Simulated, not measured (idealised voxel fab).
process module | voxel transistor to metal
cross-section cut | 165 nm wide | cells 5 nm
A cross-section is a grid of square cells, given in bands from the top down. A band is one or more rows of cells.
Each band's line starts with the height of the band's top and of its bottom, in nm. Then come its materials from left to right, each with its width in nm. One material with "throughout" fills the band from edge to edge. "air" is empty space.
Height 0 is the level under which the wafer as received is all one material. The lowest band goes on downwards, as in "0 down".
A width such as "30 to 40" changes by the same amount from each row of cells to the next, from the band's top row to its bottom row.
"no change" after a step means that no cell of the cross-section changed.
closed voids: empty space of 8 cells or more with no open way to the top, each as width x height at its distance from the left edge, in nm
after a step's settings: what the simulator itself notes on the step
overlay nm, on a step with a mask: how far to the right of its planned place the mask lay; to the left if negative
plan
1 op RECEIVE | material Si
2 op CONFORMAL_DEP | material SiO2 | thk nm 5
3 op CONFORMAL_DEP | material SiN | thk nm 10
4 op PATTERN | tone cover | mask id ACTIVE | material resist | width nm 115 | thk nm 20 | overlay nm 0
5 op DIRECTIONAL_ETCH | etch materials SiN | depth nm 10
6 op DIRECTIONAL_ETCH | etch materials SiO2 | depth nm 5
7 op DIRECTIONAL_ETCH | etch materials Si | depth nm 15
8 op STRIP | etch materials resist
9 op FILL_DEP | material SiO2 | thk nm 10
10 op CMP | height nm 15
11 op SELECTIVE_ETCH | etch materials SiO2 | depth nm 10
12 op STRIP | etch materials SiN
13 op SELECTIVE_ETCH | etch materials SiO2 | depth nm 5
14 op OXIDIZE | depth nm 5
15 op DIRECTIONAL_DEP | material polySi | thk nm 25
16 op DIRECTIONAL_DEP | material SiCN | thk nm 15
17 op MASKED_ETCH | tone cover | mask id GATE | width nm 25 | etch materials SiCN | depth nm 25 | overlay nm 0
18 op MASKED_ETCH | tone cover | mask id GATE | width nm 25 | etch materials polySi | depth nm 35 | overlay nm 0
19 op CONFORMAL_DEP | material SiN | thk nm 10
20 op DIRECTIONAL_ETCH | etch materials SiN | depth nm 10
21 op DIRECTIONAL_ETCH | etch materials SiO2 | depth nm 5
22 op DIRECTIONAL_ETCH | etch materials Si | depth nm 15
23 op EPI | material nSi | thk nm 20
24 op FILL_DEP | material SiO2 | thk nm 5
25 op CMP | height nm 25
26 op STRIP | etch materials polySi
27 op SELECTIVE_ETCH | etch materials SiO2 | depth nm 5
28 op CONFORMAL_DEP | material HfO2 | thk nm 5
29 op CONFORMAL_DEP | material TiN | thk nm 5
30 op FILL_DEP | material W | thk nm 5
31 op CMP | height nm 20
32 op DIRECTIONAL_DEP | material SiO2 | thk nm 10
33 op PATTERN | tone open | mask id CONTACT | material resist | width nm 20 | pitch nm 75 | thk nm 20 | overlay nm 0
34 op DIRECTIONAL_ETCH | etch materials SiO2 | depth nm 30
35 op STRIP | etch materials resist
36 op CONFORMAL_DEP | material TiN | thk nm 5
37 op FILL_DEP | material W | thk nm 5
38 op CMP | height nm 30
39 op CONFORMAL_DEP | material SiCN | thk nm 5
40 op DIRECTIONAL_DEP | material lowk | thk nm 20
41 op DIRECTIONAL_DEP | material aC | thk nm 15
42 op PATTERN | tone open | mask id METAL_1 | material resist | width nm 20 | pitch nm 75 | thk nm 30 | overlay nm 0
43 op DIRECTIONAL_ETCH | etch materials aC | depth nm 15
44 op STRIP | etch materials resist
45 op DIRECTIONAL_ETCH | etch materials lowk | depth nm 20
46 op DIRECTIONAL_ETCH | etch materials SiCN | depth nm 5
47 op STRIP | etch materials aC
48 op CONFORMAL_DEP | material TiN | thk nm 5
49 op FILL_DEP | material Cu | thk nm 5
50 op CMP | height nm 55
51 op EPI | material Ru | thk nm 5
52 op FILL_DEP | material SiCN | thk nm 5
53 op DIRECTIONAL_DEP | material lowk | thk nm 30
54 op MASKED_ETCH | tone open | mask id METAL_2 | width nm 20 | pitch nm 75 | etch materials lowk | depth nm 15 | overlay nm 0
55 op MASKED_ETCH | tone open | mask id METAL_2_HOLES | width nm 15 | pitch nm 75 | etch materials lowk | depth nm 15 | overlay nm 0
56 op MASKED_ETCH | tone open | mask id METAL_2_HOLES | width nm 15 | pitch nm 75 | etch materials SiCN | depth nm 5 | overlay nm 0
57 op CONFORMAL_DEP | material TiN | thk nm 5
58 op FILL_DEP | material Cu | thk nm 5
59 op CMP | height nm 95
60 op CONFORMAL_DEP | material SiCN | thk nm 5
varied across the wafers: depth nm of step 7. The plan shows the first wafer's value. All wafers start alike
first wafer as received, after step 1
  0 down: Si throughout
  closed voids: none
first wafer at the end, after step 60
  100 to 95: SiCN throughout
  95 to 85: lowk 35 | TiN 5 | Cu 10 | TiN 5 | lowk 55 | TiN 5 | Cu 10 | TiN 5 | lowk 35
  85 to 80: lowk 35 | TiN 5 | Cu 5 | TiN 10 | lowk 55 | TiN 5 | Cu 5 | TiN 10 | lowk 35
  80 to 65: lowk 35 | TiN 5 | Cu 5 | TiN 5 | lowk 60 | TiN 5 | Cu 5 | TiN 5 | lowk 40
  65 to 60: SiCN 35 | TiN 15 | SiCN 60 | TiN 15 | SiCN 40
  60 to 55: SiCN 30 | Ru 30 | SiCN 45 | Ru 30 | SiCN 30
  55 to 35: lowk 35 | TiN 5 | Cu 10 | TiN 5 | lowk 55 | TiN 5 | Cu 10 | TiN 5 | lowk 35
  35 to 30: SiCN 35 | TiN 20 | SiCN 55 | TiN 20 | SiCN 35
  30 to 20: SiO2 35 | TiN 5 | W 10 | TiN 5 | SiO2 55 | TiN 5 | W 10 | TiN 5 | SiO2 35
  20 to 15: SiO2 35 | TiN 20 | SiO2 5 | SiN 10 | HfO2 5 | TiN 5 | W 5 | TiN 5 | HfO2 5 | SiN 10 | SiO2 5 | TiN 20 | SiO2 35
  15 to 5: SiO2 35 | TiN 5 | nSi 20 | SiN 10 | HfO2 5 | TiN 5 | W 5 | TiN 5 | HfO2 5 | SiN 10 | nSi 20 | TiN 5 | SiO2 35
  5 to 0: SiO2 15 | nSi 45 | SiN 10 | HfO2 5 | TiN 15 | HfO2 5 | SiN 10 | nSi 45 | SiO2 15
  0 to -5: SiO2 15 | nSi 45 | SiO2 5 | HfO2 35 | SiO2 5 | nSi 45 | SiO2 15
  -5 to -15: SiO2 25 | nSi 35 | Si 45 | nSi 35 | SiO2 25
  -15 to -20: Si 25 | nSi 35 | Si 45 | nSi 35 | Si 25
  -20 down: Si throughout
  closed voids: none
last wafer at the end
  100 to 95: SiCN throughout
  95 to 85: lowk 35 | TiN 5 | Cu 10 | TiN 5 | lowk 55 | TiN 5 | Cu 10 | TiN 5 | lowk 35
  85 to 80: lowk 35 | TiN 5 | Cu 5 | TiN 10 | lowk 55 | TiN 5 | Cu 5 | TiN 10 | lowk 35
  80 to 65: lowk 35 | TiN 5 | Cu 5 | TiN 5 | lowk 60 | TiN 5 | Cu 5 | TiN 5 | lowk 40
  65 to 60: SiCN 35 | TiN 15 | SiCN 60 | TiN 15 | SiCN 40
  60 to 55: SiCN 30 | Ru 30 | SiCN 45 | Ru 30 | SiCN 30
  55 to 35: lowk 35 | TiN 5 | Cu 10 | TiN 5 | lowk 55 | TiN 5 | Cu 10 | TiN 5 | lowk 35
  35 to 30: SiCN 35 | TiN 20 | SiCN 55 | TiN 20 | SiCN 35
  30 to 20: SiO2 35 | TiN 5 | W 10 | TiN 5 | SiO2 55 | TiN 5 | W 10 | TiN 5 | SiO2 35
  20 to 15: SiO2 35 | TiN 20 | SiO2 5 | SiN 10 | HfO2 5 | TiN 5 | W 5 | TiN 5 | HfO2 5 | SiN 10 | SiO2 5 | TiN 20 | SiO2 35
  15 to 5: SiO2 35 | TiN 5 | nSi 20 | SiN 10 | HfO2 5 | TiN 5 | W 5 | TiN 5 | HfO2 5 | SiN 10 | nSi 20 | TiN 5 | SiO2 35
  5 to 0: SiO2 35 | TiN 5 | nSi 20 | SiN 10 | HfO2 5 | TiN 15 | HfO2 5 | SiN 10 | nSi 20 | TiN 5 | SiO2 35
  0 to -5: SiO2 20 | nSi 40 | SiO2 5 | HfO2 35 | SiO2 5 | nSi 40 | SiO2 20
  -5 to -20: SiO2 25 | nSi 35 | Si 45 | nSi 35 | SiO2 25
  -20 to -40: SiO2 25 | Si 115 | SiO2 25
  -40 down: Si throughout
  closed voids: none
each wafer at the end: cells of each material gained (+) or lost (-) since it was received, then its closed voids
depth nm 15 | +32 Cu | +15 HfO2 | +12 Ru | -95 Si | +106 SiCN | +16 SiN | +128 SiO2 | +85 TiN | +11 W | +256 lowk | +94 nSi | closed voids: none
depth nm 20 | +32 Cu | +15 HfO2 | +12 Ru | -105 Si | +106 SiCN | +16 SiN | +148 SiO2 | +87 TiN | +11 W | +256 lowk | +82 nSi | closed voids: none
depth nm 25 | +32 Cu | +15 HfO2 | +12 Ru | -115 Si | +106 SiCN | +16 SiN | +158 SiO2 | +87 TiN | +11 W | +256 lowk | +82 nSi | closed voids: none
depth nm 30 | +32 Cu | +15 HfO2 | +12 Ru | -125 Si | +106 SiCN | +16 SiN | +168 SiO2 | +87 TiN | +11 W | +256 lowk | +82 nSi | closed voids: none
depth nm 35 | +32 Cu | +15 HfO2 | +12 Ru | -135 Si | +106 SiCN | +16 SiN | +178 SiO2 | +87 TiN | +11 W | +256 lowk | +82 nSi | closed voids: none
depth nm 40 | +32 Cu | +15 HfO2 | +12 Ru | -145 Si | +106 SiCN | +16 SiN | +188 SiO2 | +87 TiN | +11 W | +256 lowk | +82 nSi | closed voids: none
